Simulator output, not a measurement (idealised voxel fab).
Process module in this document: voxel released beams
It is cross-section cut that appears here, measuring 165 nm in width, its square cells being 5 nm in size.
Bands, listed from the top down, are how a cross-section gets written in this document; the cross-section itself is a grid of square cells, and a band is one or more rows of them.
Within each band entry, the heights of the top and of the bottom of the band appear first, in that order and in nm; the materials of the band then follow from left to right, each with its corresponding width in nm. The designation "full width" on a single material indicates that it fills the band from edge to edge; the designation "empty" indicates empty space.
Basically, 0 is our baseline, since under it the wafer straight out of the box is all one material. The bottom band has no lower end and keeps on going down, so it looks like "from 0 down".
A width such as "30..40" changes by the same amount from each row of cells to the next, from the band's top row to its bottom row.
You'll sometimes find "nothing got changed" written for a step, and that's the way of saying that nowhere in the cross-section did a cell change during that step.
"Enclosed void inventory" specifies each empty space that is not open to the top and that occupies no fewer than 8 cells, using the form width x height at distance, the distance measured from the left edge and all three quantities in nm.
Text after the settings on a step's line: the simulator's own remark on that step.
"overlay nm" on a masked step: distance the mask lay right of its planned place, negative for left.

List of planned process steps
- 1: RECEIVE: material Si
- 2: CONFORMAL_DEP: material SiN, thk nm 5
- 3: DIRECTIONAL_DEP: material SiO2, thk nm 20
- 4: DIRECTIONAL_DEP: material aC, thk nm 15
- 5: PATTERN: tone open, mask id ANCHOR, material resist, width nm 30, thk nm 30, overlay nm 0
- 6: DIRECTIONAL_ETCH: etch materials aC, depth nm 15
- 7: STRIP: etch materials resist
- 8: DIRECTIONAL_ETCH: etch materials SiO2, depth nm 20
- 9: STRIP: etch materials aC
- 10: CONFORMAL_DEP: material polySi, thk nm 10
- 11: PATTERN: tone cover, mask id BEAM, material resist, width nm 75, thk nm 15, overlay nm 0
- 12: DIRECTIONAL_ETCH: etch materials polySi, depth nm 10
- 13: STRIP: etch materials resist
- 14: STRIP: etch materials SiO2

First of two wafers: run as planned

Cross-section of the wafer as it came to us, i.e., already through step 1
> from 0 down | Si full width
> Enclosed void inventory: none

Cross-section: wafer state after step 2
> from 5 to 0 | SiN full width
> Everything below 0 is unchanged.

Cross-section: wafer state after step 3
> from 25 to 5 | SiO2 full width
> Everything below 5 is unchanged.

Cross-section: wafer state after step 4
> from 40 to 25 | aC full width
> Everything below 25 is unchanged.

Cross-section: wafer state after step 5
> from 70 to 40 | resist (45)  empty (30)  resist (90)
> Everything below 40 is unchanged.

Cross-section: wafer state after step 6
> from 55 to 40 | resist (45)  empty (30)  resist (90)
> from 40 to 25 | aC (45)  empty (30)  aC (90)
> Everything below 25 is unchanged.

Cross-section: wafer state after step 7
> from 40 to 25 | aC (45)  empty (30)  aC (90)
> Everything below 25 is unchanged.

Cross-section: wafer state after step 8
> from 40 to 25 | aC (45)  empty (30)  aC (90)
> from 25 to 5 | SiO2 (45)  empty (30)  SiO2 (90)
> Everything below 5 is unchanged.

Cross-section: wafer state after step 9
> from 25 to 5 | SiO2 (45)  empty (30)  SiO2 (90)
> Everything below 5 is unchanged.

Cross-section: wafer state after step 10
> from 35 to 25 | polySi (55)  empty (10)  polySi (100)
> from 25 to 15 | SiO2 (45)  polySi (10)  empty (10)  polySi (10)  SiO2 (90)
> from 15 to 5 | SiO2 (45)  polySi (30)  SiO2 (90)
> Everything below 5 is unchanged.

Cross-section: wafer state after step 11
> from 50 to 35 | empty (40)  resist (75)  empty (50)
> from 35 to 25 | polySi (55)  resist (10)  polySi (100)
> from 25 to 15 | SiO2 (45)  polySi (10)  resist (10)  polySi (10)  SiO2 (90)
> Everything below 15 is unchanged.

Cross-section: wafer state after step 12
> from 50 to 35 | empty (40)  resist (75)  empty (50)
> from 35 to 25 | empty (40)  polySi (15)  resist (10)  polySi (50)  empty (50)
> Everything below 25 is unchanged.

Cross-section: wafer state after step 13
> from 35 to 25 | empty (40)  polySi (15)  empty (10)  polySi (50)  empty (50)
> from 25 to 15 | SiO2 (45)  polySi (10)  empty (10)  polySi (10)  SiO2 (90)
> Everything below 15 is unchanged.

Cross-section: wafer state after step 14
> from 35 to 25 | empty (40)  polySi (15)  empty (10)  polySi (50)  empty (50)
> from 25 to 15 | empty (45)  polySi (10)  empty (10)  polySi (10)  empty (90)
> from 15 to 5 | empty (45)  polySi (30)  empty (90)
> Everything below 5 is unchanged.

The remaining wafer, second of the two, started like the first and was run to the same plan, except that one mistake was made along the way; the two coincide through step 1, inclusive

Second wafer, section view, time point: scheduled end of step 2
> from 15 to 0 | SiN full width
> Everything below 0 is unchanged.

Second wafer, section view, time point: scheduled end of step 3
> from 35 to 15 | SiO2 full width
> Everything below 15 is unchanged.

Second wafer, section view, time point: scheduled end of step 4
> from 50 to 35 | aC full width
> Everything below 35 is unchanged.

Second wafer, section view, time point: scheduled end of step 5
> from 80 to 50 | resist (45)  empty (30)  resist (90)
> Everything below 50 is unchanged.

Second wafer, section view, time point: scheduled end of step 6
> from 65 to 50 | resist (45)  empty (30)  resist (90)
> from 50 to 35 | aC (45)  empty (30)  aC (90)
> Everything below 35 is unchanged.

Second wafer, section view, time point: scheduled end of step 7
> from 50 to 35 | aC (45)  empty (30)  aC (90)
> Everything below 35 is unchanged.

Second wafer, section view, time point: scheduled end of step 8
> from 50 to 35 | aC (45)  empty (30)  aC (90)
> from 35 to 15 | SiO2 (45)  empty (30)  SiO2 (90)
> Everything below 15 is unchanged.

Second wafer, section view, time point: scheduled end of step 9
> from 35 to 15 | SiO2 (45)  empty (30)  SiO2 (90)
> Everything below 15 is unchanged.

Second wafer, section view, time point: scheduled end of step 10
> from 45 to 35 | polySi (55)  empty (10)  polySi (100)
> from 35 to 25 | SiO2 (45)  polySi (10)  empty (10)  polySi (10)  SiO2 (90)
> from 25 to 15 | SiO2 (45)  polySi (30)  SiO2 (90)
> Everything below 15 is unchanged.

Second wafer, section view, time point: scheduled end of step 11
> from 60 to 45 | empty (40)  resist (75)  empty (50)
> from 45 to 35 | polySi (55)  resist (10)  polySi (100)
> from 35 to 25 | SiO2 (45)  polySi (10)  resist (10)  polySi (10)  SiO2 (90)
> Everything below 25 is unchanged.

Second wafer, section view, time point: scheduled end of step 12
> from 60 to 45 | empty (40)  resist (75)  empty (50)
> from 45 to 35 | empty (40)  polySi (15)  resist (10)  polySi (50)  empty (50)
> Everything below 35 is unchanged.

Second wafer, section view, time point: scheduled end of step 13
> from 45 to 35 | empty (40)  polySi (15)  empty (10)  polySi (50)  empty (50)
> from 35 to 25 | SiO2 (45)  polySi (10)  empty (10)  polySi (10)  SiO2 (90)
> Everything below 25 is unchanged.

Second wafer, section view, time point: scheduled end of step 14
> from 45 to 35 | empty (40)  polySi (15)  empty (10)  polySi (50)  empty (50)
> from 35 to 25 | empty (45)  polySi (10)  empty (10)  polySi (10)  empty (90)
> from 25 to 15 | empty (45)  polySi (30)  empty (90)
> Everything below 15 is unchanged.
Run error: planned and actual differ for step 2; actual: CONFORMAL_DEP: material SiN, thk nm 15
At the finish, the second wafer shows more or fewer cells for some materials than the first does: 66 more of SiN
